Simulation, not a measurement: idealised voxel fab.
Process module name: voxel spacer lines
Xsec cut, 280 nm wide, square cell size 5 nm.
Think of the cross-section as a grid of square cells. We describe it in bands, top to bottom, and each band covers one or more rows of those cells. Band: top height; bottom height; in nm. Then, left to right: material with width in nm, for each material. "throughout": a single material spanning edge to edge. "air": empty space. Heights are reckoned from 0. Under this level, the received wafer is all of one material. The bottommost band is open-ended downward, for example "0 nm and below". So if you see something like "30 to 40" for the width, read it as the top row of the band sitting at the first number and the bottom row at the second, with every row in between moving by the same amount as the last. Any step labelled "nothing different" changed none of the cells in the cross-section. The entry "Closed void roster" lists the empty spaces that cover at least 8 cells and have no open path to the top. Each is written as width x height at distance, where the distance is measured from the left edge and all three values are in nm. On each step's line, the part that comes after the settings is the simulator's own comment on the step. overlay nm: on a step with a mask, how far right of its planned place the mask lay; negative means left.
PROCESS STEPS FORESEEN IN THE PLAN
| 1 | RECEIVE (material Si) |
| 2 | CONFORMAL_DEP (material Al2O3; thk nm 10) |
| 3 | DIRECTIONAL_DEP (material SiN; thk nm 10) |
| 4 | DIRECTIONAL_DEP (material aC; thk nm 20) |
| 5 | PATTERN (tone cover; mask id MANDREL; material resist; width nm 15; pitch nm 50; thk nm 25; overlay nm 0) |
| 6 | DIRECTIONAL_ETCH (etch materials aC; depth nm 20) |
| 7 | STRIP (etch materials resist) |
| 8 | CONFORMAL_DEP (material SiO2; thk nm 10) |
| 9 | DIRECTIONAL_ETCH (etch materials SiO2; depth nm 10) |
| 10 | STRIP (etch materials aC) |
| 11 | DIRECTIONAL_ETCH (etch materials SiN; depth nm 10) |
| 12 | STRIP (etch materials SiO2) |
| 13 | FILL_DEP (material SiO2; thk nm 10) |
| 14 | CMP (height nm 20) |
WAFER AT RECEIPT (POST STEP 1), CROSS-SECTION
	0 nm and below | Si throughout
	Closed void roster: none
END STATE OF THE MODULE IN CROSS-SECTION, GIVEN THE ABOVE STARTING POINT AND PLAN AND ONE MISTAKE IN EXECUTION
	20 nm to 10 nm | aC=95  SiN=10  aC=15  SiN=10  aC=15  SiN=10  aC=15  SiN=10  aC=100
	10 nm to 0 nm | Al2O3 throughout
	0 nm and below | Si throughout
	Closed void roster: none
Against the plan, the run slipped here: step 13 changed vs plan, executed as FILL_DEP (material aC; thk nm 10)
